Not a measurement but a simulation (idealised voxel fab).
This section sets out a process module, namely voxel plated lines.
Shown is cross-section cut, with a width of 290 nm and square cells of size 5 nm.
Cross-section = grid of square cells, listed top down in bands; band = one or more rows. Look at the band entry: it leads with the top's height and the bottom's height in nm. Then it lists the materials left to right, with a width in nm for each. The word "everywhere" on a single material says that material fills the band edge to edge. The word "empty" is empty space. Convention: height 0 is the level below which the wafer, as received, is all one material. The lowest band does not terminate at the bottom but continues downward, represented as "from 0 down". Read "30..40" as a graded width: first number on top, second number at the bottom, same change between each pair of neighbouring rows. A step reported as "changes: none" is a step in which no cell of the cross-section changed. "Voids, enclosed" contains a list of empty spaces, each no smaller than 8 cells and without an open way to the top, written in the form width x height at distance with the distance from the left edge and all three in nm. Whatever follows a step's settings on its line is a remark the simulator itself makes about that step. Each step line may optionally specify "overlay nm", which for a step with a mask gives the rightward distance between the mask's planned place and where it lay, a negative value indicating the leftward direction.
[Below is the list of planned process steps]
1) RECEIVE (material Si)
2) CONFORMAL_DEP (material Al2O3; thk nm 5)
3) DIRECTIONAL_DEP (material TiN; thk nm 5)
4) PATTERN (tone open; mask id LINES; material resist; width nm 30; pitch nm 55; thk nm 35; overlay nm -15)
5) EPI (material Ru; thk nm 10)
6) EPI (material Ru; thk nm 5)
7) EPI (material Ru; thk nm 10)
8) STRIP (etch materials resist)
9) DIRECTIONAL_ETCH (etch materials TiN; depth nm 5)
10) CONFORMAL_DEP (material SiCN; thk nm 10)
For clarity, it should be stated that the wafers under discussion commence in an identical condition and differ with respect to the overlay nm of step 4, the plan indicating the value that the first wafer had.
[As received, i.e. after step 1: cross-section through the first of several wafers]
* from 0 down  Si everywhere
* Voids, enclosed: none
[End of module: cross-section of the first of several wafers after step 10, the last step]
* from 45 to 35  empty=20 / SiCN=50 / empty=5 / SiCN=50 / empty=5 / SiCN=50 / empty=5 / SiCN=50 / empty=55
* from 35 to 15  empty=20 / SiCN=10 / Ru=30 / SiCN=10 / empty=5 / SiCN=10 / Ru=30 / SiCN=10 / empty=5 / SiCN=10 / Ru=30 / SiCN=10 / empty=5 / SiCN=10 / Ru=30 / SiCN=10 / empty=55
* from 15 to 10  SiCN=30 / Ru=30 / SiCN=25 / Ru=30 / SiCN=25 / Ru=30 / SiCN=25 / Ru=30 / SiCN=65
* from 10 to 5  SiCN=30 / TiN=30 / SiCN=25 / TiN=30 / SiCN=25 / TiN=30 / SiCN=25 / TiN=30 / SiCN=65
* from 5 to 0  Al2O3 everywhere
* from 0 down  Si everywhere
* Voids, enclosed: none
[Final wafer of several, shown in cross-section at the end of the module]
* from 45 to 35  empty=50 / SiCN=50 / empty=5 / SiCN=50 / empty=5 / SiCN=50 / empty=5 / SiCN=50 / empty=25
* from 35 to 15  empty=50 / SiCN=10 / Ru=30 / SiCN=10 / empty=5 / SiCN=10 / Ru=30 / SiCN=10 / empty=5 / SiCN=10 / Ru=30 / SiCN=10 / empty=5 / SiCN=10 / Ru=30 / SiCN=10 / empty=25
* from 15 to 10  SiCN=60 / Ru=30 / SiCN=25 / Ru=30 / SiCN=25 / Ru=30 / SiCN=25 / Ru=30 / SiCN=35
* from 10 to 5  SiCN=60 / TiN=30 / SiCN=25 / TiN=30 / SiCN=25 / TiN=30 / SiCN=25 / TiN=30 / SiCN=35
* from 5 to 0  Al2O3 everywhere
* from 0 down  Si everywhere
* Voids, enclosed: none
[Note: the following table is arranged by wafer, a row apiece. Each row reports the end-of-module state: per material, cells gained (+) or cells lost (-) compared with the wafer as received; closed voids follow]
overlay nm -15 | +58 Al2O3 | +120 Ru | +212 SiCN | +24 TiN | Voids, enclosed: none
overlay nm -10 | +58 Al2O3 | +120 Ru | +212 SiCN | +24 TiN | Voids, enclosed: none
overlay nm -5 | +58 Al2O3 | +120 Ru | +212 SiCN | +24 TiN | Voids, enclosed: none
overlay nm 0 | +58 Al2O3 | +120 Ru | +212 SiCN | +24 TiN | Voids, enclosed: none
overlay nm 5 | +58 Al2O3 | +120 Ru | +212 SiCN | +24 TiN | Voids, enclosed: none
overlay nm 10 | +58 Al2O3 | +120 Ru | +212 SiCN | +24 TiN | Voids, enclosed: none
overlay nm 15 | +58 Al2O3 | +120 Ru | +212 SiCN | +24 TiN | Voids, enclosed: none
